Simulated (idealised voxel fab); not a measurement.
process module | voxel self aligned contacts
cross-section cut | 290 nm wide | cells 5 nm
A cross-section is a grid of square cells, given in bands from the top down. A band is one or more rows of cells.
Each band's line starts with the height of the band's top and of its bottom, in nm. Then come its materials from left to right, each with its width in nm. One material with "throughout" fills the band from edge to edge. "air" is empty space.
Height 0 is the level under which the wafer as received is all one material. The lowest band goes on downwards, as in "0 down".
A width such as "30 to 40" changes by the same amount from each row of cells to the next, from the band's top row to its bottom row.
"no change" after a step means that no cell of the cross-section changed.
closed voids: empty space of 8 cells or more with no open way to the top, each as width x height at its distance from the left edge, in nm
after a step's settings: what the simulator itself notes on the step
overlay nm, on a step with a mask: how far to the right of its planned place the mask lay; to the left if negative
Each pair below shows a cross-section before one step and the cross-section after it, down to the lowest band that changed. The line under each pair gives the step between them, with its settings. The pairs can come from different runs of this module on the same starting wafer, so a pair continues from the pair above only where its "before" says so.
before
  0 down: Si throughout
  closed voids: none
after
  5 to 0: SiO2 throughout
  below 0: unchanged
  closed voids: none
the step between: op CONFORMAL_DEP | material SiO2 | thk nm 5
before: the cross-section after the pair above
after
  30 to 5: polySi throughout
  below 5: unchanged
  closed voids: none
the step between: op DIRECTIONAL_DEP | material polySi | thk nm 25
before: the cross-section after the pair above
after
  50 to 30: SiN throughout
  below 30: unchanged
  closed voids: none
the step between: op DIRECTIONAL_DEP | material SiN | thk nm 20
before: the cross-section after the pair above
after
  60 to 50: aC throughout
  below 50: unchanged
  closed voids: none
the step between: op DIRECTIONAL_DEP | material aC | thk nm 10
before: the cross-section after the pair above
after
  85 to 60: air 95 | resist 35 | air 25 | resist 35 | air 100
  below 60: unchanged
  closed voids: none
the step between: op PATTERN | tone cover | mask id GATE | material resist | width nm 35 | pitch nm 60 | thk nm 25 | overlay nm 0
before: the cross-section after the pair above
after
  75 to 60: air 95 | resist 35 | air 25 | resist 35 | air 100
  60 to 50: air 95 | aC 35 | air 25 | aC 35 | air 100
  below 50: unchanged
  closed voids: none
the step between: op DIRECTIONAL_ETCH | etch materials aC | depth nm 10
before: the cross-section after the pair above
after
  60 to 50: air 95 | aC 35 | air 25 | aC 35 | air 100
  below 50: unchanged
  closed voids: none
the step between: op STRIP | etch materials resist
before: the cross-section after the pair above
after
  60 to 50: air 95 | aC 35 | air 25 | aC 35 | air 100
  50 to 30: air 95 | SiN 35 | air 25 | SiN 35 | air 100
  below 30: unchanged
  closed voids: none
the step between: op DIRECTIONAL_ETCH | etch materials SiN | depth nm 20
before: the cross-section after the pair above
after
  60 to 50: air 95 | aC 35 | air 25 | aC 35 | air 100
  50 to 30: air 95 | SiN 35 | air 25 | SiN 35 | air 100
  30 to 5: air 95 | polySi 35 | air 25 | polySi 35 | air 100
  below 5: unchanged
  closed voids: none
the step between: op DIRECTIONAL_ETCH | etch materials polySi | depth nm 25
before: the cross-section after the pair above
after
  50 to 30: air 95 | SiN 35 | air 25 | SiN 35 | air 100
  below 30: unchanged
  closed voids: none
the step between: op STRIP | etch materials aC
before: the cross-section after the pair above
after
  55 to 30: air 90 | SiN 45 | air 15 | SiN 45 | air 95
  30 to 10: air 90 | SiN 5 | polySi 35 | SiN 5 | air 15 | SiN 5 | polySi 35 | SiN 5 | air 95
  10 to 5: SiN 95 | polySi 35 | SiN 25 | polySi 35 | SiN 100
  below 5: unchanged
  closed voids: none
the step between: op CONFORMAL_DEP | material SiN | thk nm 5
before: the cross-section after the pair above
after
  50 to 30: air 90 | SiN 45 | air 15 | SiN 45 | air 95
  30 to 5: air 90 | SiN 5 | polySi 35 | SiN 5 | air 15 | SiN 5 | polySi 35 | SiN 5 | air 95
  below 5: unchanged
  closed voids: none
the step between: op DIRECTIONAL_ETCH | etch materials SiN | depth nm 5
before: the cross-section after the pair above
after
  60 to 50: SiO2 throughout
  50 to 30: SiO2 90 | SiN 45 | SiO2 15 | SiN 45 | SiO2 95
  30 to 5: SiO2 90 | SiN 5 | polySi 35 | SiN 5 | SiO2 15 | SiN 5 | polySi 35 | SiN 5 | SiO2 95
  below 5: unchanged
  closed voids: none
the step between: op FILL_DEP | material SiO2 | thk nm 10
before: the cross-section after the pair above
after
  55 to 50: SiO2 throughout
  below 50: unchanged
  closed voids: none
the step between: op CMP | height nm 55
before: the cross-section after the pair above
after
  55 to 50: SiO2 125 | air 35 | SiO2 130
  50 to 30: SiO2 90 | SiN 45 | air 15 | SiN 45 | SiO2 95
  30 to 5: SiO2 90 | SiN 5 | polySi 35 | SiN 5 | air 15 | SiN 5 | polySi 35 | SiN 5 | SiO2 95
  5 to 0: SiO2 135 | air 15 | SiO2 140
  below 0: unchanged
  closed voids: none
the step between: op MASKED_ETCH | tone open | mask id CONTACT | width nm 35 | etch materials SiO2 | depth nm 55 | overlay nm 0
before: the cross-section after the pair above
after
  60 to 55: TiN 130 | air 25 | TiN 135
  55 to 50: SiO2 125 | TiN 15 | air 5 | TiN 15 | SiO2 130
  50 to 30: SiO2 90 | SiN 45 | TiN 5 | air 5 | TiN 5 | SiN 45 | SiO2 95
  30 to 5: SiO2 90 | SiN 5 | polySi 35 | SiN 5 | TiN 5 | air 5 | TiN 5 | SiN 5 | polySi 35 | SiN 5 | SiO2 95
  5 to 0: SiO2 135 | TiN 15 | SiO2 140
  below 0: unchanged
  closed voids: none
the step between: op CONFORMAL_DEP | material TiN | thk nm 5
before: the cross-section after the pair above
after
  65 to 60: W throughout
  60 to 55: TiN 130 | W 25 | TiN 135
  55 to 50: SiO2 125 | TiN 15 | W 5 | TiN 15 | SiO2 130
  50 to 30: SiO2 90 | SiN 45 | TiN 5 | W 5 | TiN 5 | SiN 45 | SiO2 95
  30 to 5: SiO2 90 | SiN 5 | polySi 35 | SiN 5 | TiN 5 | W 5 | TiN 5 | SiN 5 | polySi 35 | SiN 5 | SiO2 95
  below 5: unchanged
  closed voids: none
the step between: op FILL_DEP | material W | thk nm 5
before: the cross-section after the pair above
after
  55 to 50: SiO2 125 | TiN 15 | W 5 | TiN 15 | SiO2 130
  below 50: unchanged
  closed voids: none
the step between: op CMP | height nm 55
before: the cross-section after the pair above
after
  60 to 55: SiN throughout
  below 55: unchanged
  closed voids: none
the step between: op CONFORMAL_DEP | material SiN | thk nm 5
before
  50 to 30: air 95 | SiN 35 | air 25 | SiN 35 | air 100
  30 to 5: air 95 | polySi 35 | air 25 | polySi 35 | air 100
  5 to 0: SiO2 throughout
  0 down: Si throughout
  closed voids: none
after
  45 to 30: air 95 | SiN 35 | air 25 | SiN 35 | air 100
  below 30: unchanged
  closed voids: none
the step between: op DIRECTIONAL_ETCH | etch materials SiN | depth nm 5
before: the cross-section after the pair above
after
  55 to 45: SiO2 throughout
  45 to 30: SiO2 95 | SiN 35 | SiO2 25 | SiN 35 | SiO2 100
  30 to 5: SiO2 95 | polySi 35 | SiO2 25 | polySi 35 | SiO2 100
  below 5: unchanged
  closed voids: none
the step between: op FILL_DEP | material SiO2 | thk nm 10
before: the cross-section after the pair above
after
  55 to 45: SiO2 125 | air 35 | SiO2 130
  45 to 30: SiO2 95 | SiN 35 | air 25 | SiN 35 | SiO2 100
  30 to 5: SiO2 95 | polySi 35 | air 25 | polySi 35 | SiO2 100
  5 to 0: SiO2 130 | air 25 | SiO2 135
  below 0: unchanged
  closed voids: none
the step between: op MASKED_ETCH | tone open | mask id CONTACT | width nm 35 | etch materials SiO2 | depth nm 55 | overlay nm 0
before: the cross-section after the pair above
after
  60 to 55: TiN 130 | air 25 | TiN 135
  55 to 45: SiO2 125 | TiN 5 to 10 | air 25 to 15 | TiN 5 to 10 | SiO2 130
  45 to 30: SiO2 95 | SiN 35 | TiN 5 | air 15 | TiN 5 | SiN 35 | SiO2 100
  30 to 5: SiO2 95 | polySi 35 | TiN 5 | air 15 | TiN 5 | polySi 35 | SiO2 100
  5 to 0: SiO2 130 | TiN 25 | SiO2 135
  below 0: unchanged
  closed voids: none
the step between: op CONFORMAL_DEP | material TiN | thk nm 5
before: the cross-section after the pair above
after
  65 to 60: W throughout
  60 to 55: TiN 130 | W 25 | TiN 135
  55 to 45: SiO2 125 | TiN 5 to 10 | W 25 to 15 | TiN 5 to 10 | SiO2 130
  45 to 30: SiO2 95 | SiN 35 | TiN 5 | W 15 | TiN 5 | SiN 35 | SiO2 100
  30 to 5: SiO2 95 | polySi 35 | TiN 5 | W 15 | TiN 5 | polySi 35 | SiO2 100
  below 5: unchanged
  closed voids: none
the step between: op FILL_DEP | material W | thk nm 5
before: the cross-section after the pair above
after
  55 to 45: SiO2 125 | TiN 5 to 10 | W 25 to 15 | TiN 5 to 10 | SiO2 130
  below 45: unchanged
  closed voids: none
the step between: op CMP | height nm 55
before: the cross-section after the pair above
after
  60 to 55: SiN throughout
  below 55: unchanged
  closed voids: none
the step between: op CONFORMAL_DEP | material SiN | thk nm 5
before
  30 to 5: polySi throughout
  5 to 0: SiO2 throughout
  0 down: Si throughout
  closed voids: none
after
  55 to 5: polySi throughout
  below 5: unchanged
  closed voids: none
the step between: op DIRECTIONAL_DEP | material polySi | thk nm 25
before: the cross-section after the pair above
after
  75 to 55: SiN throughout
  below 55: unchanged
  closed voids: none
the step between: op DIRECTIONAL_DEP | material SiN | thk nm 20
before: the cross-section after the pair above
after
  85 to 75: aC throughout
  below 75: unchanged
  closed voids: none
the step between: op DIRECTIONAL_DEP | material aC | thk nm 10
before: the cross-section after the pair above
after
  110 to 85: air 95 | resist 35 | air 25 | resist 35 | air 100
  below 85: unchanged
  closed voids: none
the step between: op PATTERN | tone cover | mask id GATE | material resist | width nm 35 | pitch nm 60 | thk nm 25 | overlay nm 0
before: the cross-section after the pair above
after
  100 to 85: air 95 | resist 35 | air 25 | resist 35 | air 100
  85 to 75: air 95 | aC 35 | air 25 | aC 35 | air 100
  below 75: unchanged
  closed voids: none
the step between: op DIRECTIONAL_ETCH | etch materials aC | depth nm 10
before: the cross-section after the pair above
after
  85 to 75: air 95 | aC 35 | air 25 | aC 35 | air 100
  below 75: unchanged
  closed voids: none
the step between: op STRIP | etch materials resist
before: the cross-section after the pair above
after
  85 to 75: air 95 | aC 35 | air 25 | aC 35 | air 100
  75 to 55: air 95 | SiN 35 | air 25 | SiN 35 | air 100
  below 55: unchanged
  closed voids: none
the step between: op DIRECTIONAL_ETCH | etch materials SiN | depth nm 20
before: the cross-section after the pair above
after
  85 to 75: air 95 | aC 35 | air 25 | aC 35 | air 100
  75 to 55: air 95 | SiN 35 | air 25 | SiN 35 | air 100
  55 to 30: air 95 | polySi 35 | air 25 | polySi 35 | air 100
  below 30: unchanged
  closed voids: none
the step between: op DIRECTIONAL_ETCH | etch materials polySi | depth nm 25
before: the cross-section after the pair above
after
  75 to 55: air 95 | SiN 35 | air 25 | SiN 35 | air 100
  below 55: unchanged
  closed voids: none
the step between: op STRIP | etch materials aC
before: the cross-section after the pair above
after
  80 to 55: air 90 | SiN 45 | air 15 | SiN 45 | air 95
  55 to 35: air 90 | SiN 5 | polySi 35 | SiN 5 | air 15 | SiN 5 | polySi 35 | SiN 5 | air 95
  35 to 30: SiN 95 | polySi 35 | SiN 25 | polySi 35 | SiN 100
  below 30: unchanged
  closed voids: none
the step between: op CONFORMAL_DEP | material SiN | thk nm 5
before: the cross-section after the pair above
after
  75 to 55: air 90 | SiN 45 | air 15 | SiN 45 | air 95
  55 to 30: air 90 | SiN 5 | polySi 35 | SiN 5 | air 15 | SiN 5 | polySi 35 | SiN 5 | air 95
  below 30: unchanged
  closed voids: none
the step between: op DIRECTIONAL_ETCH | etch materials SiN | depth nm 5
before: the cross-section after the pair above
after
  85 to 75: SiO2 throughout
  75 to 55: SiO2 90 | SiN 45 | SiO2 15 | SiN 45 | SiO2 95
  55 to 30: SiO2 90 | SiN 5 | polySi 35 | SiN 5 | SiO2 15 | SiN 5 | polySi 35 | SiN 5 | SiO2 95
  below 30: unchanged
  closed voids: none
the step between: op FILL_DEP | material SiO2 | thk nm 10
before: the cross-section after the pair above
after
  55 to 30: SiO2 90 | SiN 5 | polySi 35 | SiN 5 | SiO2 15 | SiN 5 | polySi 35 | SiN 5 | SiO2 95
  below 30: unchanged
  closed voids: none
the step between: op CMP | height nm 55
before: the cross-section after the pair above
after
  55 to 30: SiO2 90 | SiN 5 | polySi 35 | SiN 5 | air 15 | SiN 5 | polySi 35 | SiN 5 | SiO2 95
  below 30: unchanged
  closed voids: none
the step between: op MASKED_ETCH | tone open | mask id CONTACT | width nm 35 | etch materials SiO2 | depth nm 55 | overlay nm 0
before: the cross-section after the pair above
after
  60 to 55: TiN 140 | air 5 | TiN 145
  55 to 35: SiO2 90 | SiN 5 | polySi 35 | SiN 5 | TiN 5 | air 5 | TiN 5 | SiN 5 | polySi 35 | SiN 5 | SiO2 95
  35 to 30: SiO2 90 | SiN 5 | polySi 35 | SiN 5 | TiN 15 | SiN 5 | polySi 35 | SiN 5 | SiO2 95
  below 30: unchanged
  closed voids: none
the step between: op CONFORMAL_DEP | material TiN | thk nm 5
before: the cross-section after the pair above
after
  65 to 60: W throughout
  60 to 55: TiN 140 | W 5 | TiN 145
  55 to 35: SiO2 90 | SiN 5 | polySi 35 | SiN 5 | TiN 5 | W 5 | TiN 5 | SiN 5 | polySi 35 | SiN 5 | SiO2 95
  below 35: unchanged
  closed voids: none
the step between: op FILL_DEP | material W | thk nm 5
before: the cross-section after the pair above
after
  55 to 35: SiO2 90 | SiN 5 | polySi 35 | SiN 5 | TiN 5 | W 5 | TiN 5 | SiN 5 | polySi 35 | SiN 5 | SiO2 95
  below 35: unchanged
  closed voids: none
the step between: op CMP | height nm 55
before: the cross-section after the pair above
after
  60 to 55: SiN throughout
  below 55: unchanged
  closed voids: none
the step between: op CONFORMAL_DEP | material SiN | thk nm 5
before
  45 to 30: air 95 | SiN 35 | air 25 | SiN 35 | air 100
  30 to 5: air 95 | polySi 35 | air 25 | polySi 35 | air 100
  5 to 0: SiO2 throughout
  0 down: Si throughout
  closed voids: none
after
  50 to 30: air 90 | SiN 45 | air 15 | SiN 45 | air 95
  30 to 10: air 90 | SiN 5 | polySi 35 | SiN 5 | air 15 | SiN 5 | polySi 35 | SiN 5 | air 95
  10 to 5: SiN 95 | polySi 35 | SiN 25 | polySi 35 | SiN 100
  below 5: unchanged
  closed voids: none
the step between: op CONFORMAL_DEP | material SiN | thk nm 5
before: the cross-section after the pair above
after
  60 to 50: SiO2 throughout
  50 to 30: SiO2 90 | SiN 45 | SiO2 15 | SiN 45 | SiO2 95
  30 to 10: SiO2 90 | SiN 5 | polySi 35 | SiN 5 | SiO2 15 | SiN 5 | polySi 35 | SiN 5 | SiO2 95
  below 10: unchanged
  closed voids: none
the step between: op FILL_DEP | material SiO2 | thk nm 10
before: the cross-section after the pair above
after
  55 to 50: SiO2 throughout
  below 50: unchanged
  closed voids: none
the step between: op CMP | height nm 55
before: the cross-section after the pair above
after
  55 to 50: SiO2 125 | air 35 | SiO2 130
  50 to 30: SiO2 90 | SiN 45 | air 15 | SiN 45 | SiO2 95
  30 to 10: SiO2 90 | SiN 5 | polySi 35 | SiN 5 | air 15 | SiN 5 | polySi 35 | SiN 5 | SiO2 95
  below 10: unchanged
  closed voids: none
the step between: op MASKED_ETCH | tone open | mask id CONTACT | width nm 35 | etch materials SiO2 | depth nm 55 | overlay nm 0
before: the cross-section after the pair above
after
  60 to 55: TiN 130 | air 25 | TiN 135
  55 to 50: SiO2 125 | TiN 15 | air 5 | TiN 15 | SiO2 130
  50 to 30: SiO2 90 | SiN 45 | TiN 5 | air 5 | TiN 5 | SiN 45 | SiO2 95
  30 to 15: SiO2 90 | SiN 5 | polySi 35 | SiN 5 | TiN 5 | air 5 | TiN 5 | SiN 5 | polySi 35 | SiN 5 | SiO2 95
  15 to 10: SiO2 90 | SiN 5 | polySi 35 | SiN 5 | TiN 15 | SiN 5 | polySi 35 | SiN 5 | SiO2 95
  below 10: unchanged
  closed voids: none
the step between: op CONFORMAL_DEP | material TiN | thk nm 5
before: the cross-section after the pair above
after
  65 to 60: W throughout
  60 to 55: TiN 130 | W 25 | TiN 135
  55 to 50: SiO2 125 | TiN 15 | W 5 | TiN 15 | SiO2 130
  50 to 30: SiO2 90 | SiN 45 | TiN 5 | W 5 | TiN 5 | SiN 45 | SiO2 95
  30 to 15: SiO2 90 | SiN 5 | polySi 35 | SiN 5 | TiN 5 | W 5 | TiN 5 | SiN 5 | polySi 35 | SiN 5 | SiO2 95
  below 15: unchanged
  closed voids: none
the step between: op FILL_DEP | material W | thk nm 5
before: the cross-section after the pair above
after
  55 to 50: SiO2 125 | TiN 15 | W 5 | TiN 15 | SiO2 130
  below 50: unchanged
  closed voids: none
the step between: op CMP | height nm 55
before: the cross-section after the pair above
after
  60 to 55: SiN throughout
  below 55: unchanged
  closed voids: none
the step between: op CONFORMAL_DEP | material SiN | thk nm 5
before
  5 to 0: SiO2 throughout
  0 down: Si throughout
  closed voids: none
after
  35 to 5: polySi throughout
  below 5: unchanged
  closed voids: none
the step between: op DIRECTIONAL_DEP | material polySi | thk nm 30
before: the cross-section after the pair above
after
  55 to 35: SiN throughout
  below 35: unchanged
  closed voids: none
the step between: op DIRECTIONAL_DEP | material SiN | thk nm 20
before: the cross-section after the pair above
after
  65 to 55: aC throughout
  below 55: unchanged
  closed voids: none
the step between: op DIRECTIONAL_DEP | material aC | thk nm 10
before: the cross-section after the pair above
after
  90 to 65: air 95 | resist 35 | air 25 | resist 35 | air 100
  below 65: unchanged
  closed voids: none
the step between: op PATTERN | tone cover | mask id GATE | material resist | width nm 35 | pitch nm 60 | thk nm 25 | overlay nm 0
before: the cross-section after the pair above
after
  80 to 65: air 95 | resist 35 | air 25 | resist 35 | air 100
  65 to 55: air 95 | aC 35 | air 25 | aC 35 | air 100
  below 55: unchanged
  closed voids: none
the step between: op DIRECTIONAL_ETCH | etch materials aC | depth nm 10
before: the cross-section after the pair above
after
  65 to 55: air 95 | aC 35 | air 25 | aC 35 | air 100
  below 55: unchanged
  closed voids: none
the step between: op STRIP | etch materials resist
before: the cross-section after the pair above
after
  65 to 55: air 95 | aC 35 | air 25 | aC 35 | air 100
  55 to 35: air 95 | SiN 35 | air 25 | SiN 35 | air 100
  below 35: unchanged
  closed voids: none
the step between: op DIRECTIONAL_ETCH | etch materials SiN | depth nm 20
before: the cross-section after the pair above
after
  65 to 55: air 95 | aC 35 | air 25 | aC 35 | air 100
  55 to 35: air 95 | SiN 35 | air 25 | SiN 35 | air 100
  35 to 10: air 95 | polySi 35 | air 25 | polySi 35 | air 100
  below 10: unchanged
  closed voids: none
the step between: op DIRECTIONAL_ETCH | etch materials polySi | depth nm 25
before: the cross-section after the pair above
after
  55 to 35: air 95 | SiN 35 | air 25 | SiN 35 | air 100
  below 35: unchanged
  closed voids: none
the step between: op STRIP | etch materials aC
before: the cross-section after the pair above
after
  60 to 35: air 90 | SiN 45 | air 15 | SiN 45 | air 95
  35 to 15: air 90 | SiN 5 | polySi 35 | SiN 5 | air 15 | SiN 5 | polySi 35 | SiN 5 | air 95
  15 to 10: SiN 95 | polySi 35 | SiN 25 | polySi 35 | SiN 100
  below 10: unchanged
  closed voids: none
the step between: op CONFORMAL_DEP | material SiN | thk nm 5
before: the cross-section after the pair above
after
  55 to 35: air 90 | SiN 45 | air 15 | SiN 45 | air 95
  35 to 10: air 90 | SiN 5 | polySi 35 | SiN 5 | air 15 | SiN 5 | polySi 35 | SiN 5 | air 95
  below 10: unchanged
  closed voids: none
the step between: op DIRECTIONAL_ETCH | etch materials SiN | depth nm 5
before: the cross-section after the pair above
after
  65 to 55: SiO2 throughout
  55 to 35: SiO2 90 | SiN 45 | SiO2 15 | SiN 45 | SiO2 95
  35 to 10: SiO2 90 | SiN 5 | polySi 35 | SiN 5 | SiO2 15 | SiN 5 | polySi 35 | SiN 5 | SiO2 95
  below 10: unchanged
  closed voids: none
the step between: op FILL_DEP | material SiO2 | thk nm 10
before: the cross-section after the pair above
after
  55 to 35: SiO2 90 | SiN 45 | SiO2 15 | SiN 45 | SiO2 95
  below 35: unchanged
  closed voids: none
the step between: op CMP | height nm 55
before: the cross-section after the pair above
after
  55 to 35: SiO2 90 | SiN 45 | air 15 | SiN 45 | SiO2 95
  35 to 10: SiO2 90 | SiN 5 | polySi 35 | SiN 5 | air 15 | SiN 5 | polySi 35 | SiN 5 | SiO2 95
  below 10: unchanged
  closed voids: none
the step between: op MASKED_ETCH | tone open | mask id CONTACT | width nm 35 | etch materials SiO2 | depth nm 55 | overlay nm 0
before: the cross-section after the pair above
after
  60 to 55: TiN 140 | air 5 | TiN 145
  55 to 35: SiO2 90 | SiN 45 | TiN 5 | air 5 | TiN 5 | SiN 45 | SiO2 95
  35 to 15: SiO2 90 | SiN 5 | polySi 35 | SiN 5 | TiN 5 | air 5 | TiN 5 | SiN 5 | polySi 35 | SiN 5 | SiO2 95
  15 to 10: SiO2 90 | SiN 5 | polySi 35 | SiN 5 | TiN 15 | SiN 5 | polySi 35 | SiN 5 | SiO2 95
  below 10: unchanged
  closed voids: none
the step between: op CONFORMAL_DEP | material TiN | thk nm 5
before: the cross-section after the pair above
after
  65 to 60: W throughout
  60 to 55: TiN 140 | W 5 | TiN 145
  55 to 35: SiO2 90 | SiN 45 | TiN 5 | W 5 | TiN 5 | SiN 45 | SiO2 95
  35 to 15: SiO2 90 | SiN 5 | polySi 35 | SiN 5 | TiN 5 | W 5 | TiN 5 | SiN 5 | polySi 35 | SiN 5 | SiO2 95
  below 15: unchanged
  closed voids: none
the step between: op FILL_DEP | material W | thk nm 5
before: the cross-section after the pair above
after
  55 to 35: SiO2 90 | SiN 45 | TiN 5 | W 5 | TiN 5 | SiN 45 | SiO2 95
  below 35: unchanged
  closed voids: none
the step between: op CMP | height nm 55
before: the cross-section after the pair above
after
  60 to 55: SiN throughout
  below 55: unchanged
  closed voids: none
the step between: op CONFORMAL_DEP | material SiN | thk nm 5
before
  60 to 50: aC throughout
  50 to 30: SiN throughout
  30 to 5: polySi throughout
  5 to 0: SiO2 throughout
  0 down: Si throughout
  closed voids: none
after
  85 to 60: air 100 | resist 30 | air 30 | resist 30 | air 100
  below 60: unchanged
  closed voids: none
the step between: op PATTERN | tone cover | mask id GATE | material resist | width nm 30 | pitch nm 60 | thk nm 25 | overlay nm 0
before: the cross-section after the pair above
after
  75 to 60: air 100 | resist 30 | air 30 | resist 30 | air 100
  60 to 50: air 100 | aC 30 | air 30 | aC 30 | air 100
  below 50: unchanged
  closed voids: none
the step between: op DIRECTIONAL_ETCH | etch materials aC | depth nm 10
before: the cross-section after the pair above
after
  60 to 50: air 100 | aC 30 | air 30 | aC 30 | air 100
  below 50: unchanged
  closed voids: none
the step between: op STRIP | etch materials resist
before: the cross-section after the pair above
after
  60 to 50: air 100 | aC 30 | air 30 | aC 30 | air 100
  50 to 30: air 100 | SiN 30 | air 30 | SiN 30 | air 100
  below 30: unchanged
  closed voids: none
the step between: op DIRECTIONAL_ETCH | etch materials SiN | depth nm 20
before: the cross-section after the pair above
after
  60 to 50: air 100 | aC 30 | air 30 | aC 30 | air 100
  50 to 30: air 100 | SiN 30 | air 30 | SiN 30 | air 100
  30 to 5: air 100 | polySi 30 | air 30 | polySi 30 | air 100
  below 5: unchanged
  closed voids: none
the step between: op DIRECTIONAL_ETCH | etch materials polySi | depth nm 25
before: the cross-section after the pair above
after
  50 to 30: air 100 | SiN 30 | air 30 | SiN 30 | air 100
  below 30: unchanged
  closed voids: none
the step between: op STRIP | etch materials aC
before: the cross-section after the pair above
after
  55 to 30: air 95 | SiN 40 | air 20 | SiN 40 | air 95
  30 to 10: air 95 | SiN 5 | polySi 30 | SiN 5 | air 20 | SiN 5 | polySi 30 | SiN 5 | air 95
  10 to 5: SiN 100 | polySi 30 | SiN 30 | polySi 30 | SiN 100
  below 5: unchanged
  closed voids: none
the step between: op CONFORMAL_DEP | material SiN | thk nm 5
before: the cross-section after the pair above
after
  50 to 30: air 95 | SiN 40 | air 20 | SiN 40 | air 95
  30 to 5: air 95 | SiN 5 | polySi 30 | SiN 5 | air 20 | SiN 5 | polySi 30 | SiN 5 | air 95
  below 5: unchanged
  closed voids: none
the step between: op DIRECTIONAL_ETCH | etch materials SiN | depth nm 5
before: the cross-section after the pair above
after
  60 to 50: SiO2 throughout
  50 to 30: SiO2 95 | SiN 40 | SiO2 20 | SiN 40 | SiO2 95
  30 to 5: SiO2 95 | SiN 5 | polySi 30 | SiN 5 | SiO2 20 | SiN 5 | polySi 30 | SiN 5 | SiO2 95
  below 5: unchanged
  closed voids: none
the step between: op FILL_DEP | material SiO2 | thk nm 10
before: the cross-section after the pair above
after
  55 to 50: SiO2 throughout
  below 50: unchanged
  closed voids: none
the step between: op CMP | height nm 55
before: the cross-section after the pair above
after
  55 to 50: SiO2 125 | air 35 | SiO2 130
  50 to 30: SiO2 95 | SiN 40 | air 20 | SiN 40 | SiO2 95
  30 to 5: SiO2 95 | SiN 5 | polySi 30 | SiN 5 | air 20 | SiN 5 | polySi 30 | SiN 5 | SiO2 95
  5 to 0: SiO2 135 | air 20 | SiO2 135
  below 0: unchanged
  closed voids: none
the step between: op MASKED_ETCH | tone open | mask id CONTACT | width nm 35 | etch materials SiO2 | depth nm 55 | overlay nm 0
before: the cross-section after the pair above
after
  60 to 55: TiN 130 | air 25 | TiN 135
  55 to 50: SiO2 125 | TiN 15 | air 10 | TiN 10 | SiO2 130
  50 to 30: SiO2 95 | SiN 40 | TiN 5 | air 10 | TiN 5 | SiN 40 | SiO2 95
  30 to 5: SiO2 95 | SiN 5 | polySi 30 | SiN 5 | TiN 5 | air 10 | TiN 5 | SiN 5 | polySi 30 | SiN 5 | SiO2 95
  5 to 0: SiO2 135 | TiN 20 | SiO2 135
  below 0: unchanged
  closed voids: none
the step between: op CONFORMAL_DEP | material TiN | thk nm 5
before: the cross-section after the pair above
after
  65 to 60: W throughout
  60 to 55: TiN 130 | W 25 | TiN 135
  55 to 50: SiO2 125 | TiN 15 | W 10 | TiN 10 | SiO2 130
  50 to 30: SiO2 95 | SiN 40 | TiN 5 | W 10 | TiN 5 | SiN 40 | SiO2 95
  30 to 5: SiO2 95 | SiN 5 | polySi 30 | SiN 5 | TiN 5 | W 10 | TiN 5 | SiN 5 | polySi 30 | SiN 5 | SiO2 95
  below 5: unchanged
  closed voids: none
the step between: op FILL_DEP | material W | thk nm 5
before: the cross-section after the pair above
after
  55 to 50: SiO2 125 | TiN 15 | W 10 | TiN 10 | SiO2 130
  below 50: unchanged
  closed voids: none
the step between: op CMP | height nm 55
before: the cross-section after the pair above
after
  60 to 55: SiN throughout
  below 55: unchanged
  closed voids: none
the step between: op CONFORMAL_DEP | material SiN | thk nm 5
before
  60 to 50: aC throughout
  50 to 30: SiN throughout
  30 to 5: polySi throughout
  5 to 0: SiO2 throughout
  0 down: Si throughout
  closed voids: none
after
  85 to 60: air 100 | resist 35 | air 25 | resist 35 | air 95
  below 60: unchanged
  closed voids: none
the step between: op PATTERN | tone cover | mask id GATE | material resist | width nm 35 | pitch nm 60 | thk nm 25 | overlay nm 5
before: the cross-section after the pair above
after
  75 to 60: air 100 | resist 35 | air 25 | resist 35 | air 95
  60 to 50: air 100 | aC 35 | air 25 | aC 35 | air 95
  below 50: unchanged
  closed voids: none
the step between: op DIRECTIONAL_ETCH | etch materials aC | depth nm 10
before: the cross-section after the pair above
after
  60 to 50: air 100 | aC 35 | air 25 | aC 35 | air 95
  below 50: unchanged
  closed voids: none
the step between: op STRIP | etch materials resist
before: the cross-section after the pair above
after
  60 to 50: air 100 | aC 35 | air 25 | aC 35 | air 95
  50 to 30: air 100 | SiN 35 | air 25 | SiN 35 | air 95
  below 30: unchanged
  closed voids: none
the step between: op DIRECTIONAL_ETCH | etch materials SiN | depth nm 20
before: the cross-section after the pair above
after
  60 to 50: air 100 | aC 35 | air 25 | aC 35 | air 95
  50 to 30: air 100 | SiN 35 | air 25 | SiN 35 | air 95
  30 to 5: air 100 | polySi 35 | air 25 | polySi 35 | air 95
  below 5: unchanged
  closed voids: none
the step between: op DIRECTIONAL_ETCH | etch materials polySi | depth nm 25
before: the cross-section after the pair above
after
  50 to 30: air 100 | SiN 35 | air 25 | SiN 35 | air 95
  below 30: unchanged
  closed voids: none
the step between: op STRIP | etch materials aC
before: the cross-section after the pair above
after
  55 to 30: air 95 | SiN 45 | air 15 | SiN 45 | air 90
  30 to 10: air 95 | SiN 5 | polySi 35 | SiN 5 | air 15 | SiN 5 | polySi 35 | SiN 5 | air 90
  10 to 5: SiN 100 | polySi 35 | SiN 25 | polySi 35 | SiN 95
  below 5: unchanged
  closed voids: none
the step between: op CONFORMAL_DEP | material SiN | thk nm 5
before: the cross-section after the pair above
after
  50 to 30: air 95 | SiN 45 | air 15 | SiN 45 | air 90
  30 to 5: air 95 | SiN 5 | polySi 35 | SiN 5 | air 15 | SiN 5 | polySi 35 | SiN 5 | air 90
  below 5: unchanged
  closed voids: none
the step between: op DIRECTIONAL_ETCH | etch materials SiN | depth nm 5
before: the cross-section after the pair above
after
  60 to 50: SiO2 throughout
  50 to 30: SiO2 95 | SiN 45 | SiO2 15 | SiN 45 | SiO2 90
  30 to 5: SiO2 95 | SiN 5 | polySi 35 | SiN 5 | SiO2 15 | SiN 5 | polySi 35 | SiN 5 | SiO2 90
  below 5: unchanged
  closed voids: none
the step between: op FILL_DEP | material SiO2 | thk nm 10
before: the cross-section after the pair above
after
  55 to 50: SiO2 throughout
  below 50: unchanged
  closed voids: none
the step between: op CMP | height nm 55
before: the cross-section after the pair above
after
  55 to 50: SiO2 125 | air 35 | SiO2 130
  50 to 30: SiO2 95 | SiN 45 | air 15 | SiN 45 | SiO2 90
  30 to 5: SiO2 95 | SiN 5 | polySi 35 | SiN 5 | air 15 | SiN 5 | polySi 35 | SiN 5 | SiO2 90
  5 to 0: SiO2 140 | air 15 | SiO2 135
  below 0: unchanged
  closed voids: none
the step between: op MASKED_ETCH | tone open | mask id CONTACT | width nm 35 | etch materials SiO2 | depth nm 55 | overlay nm 0
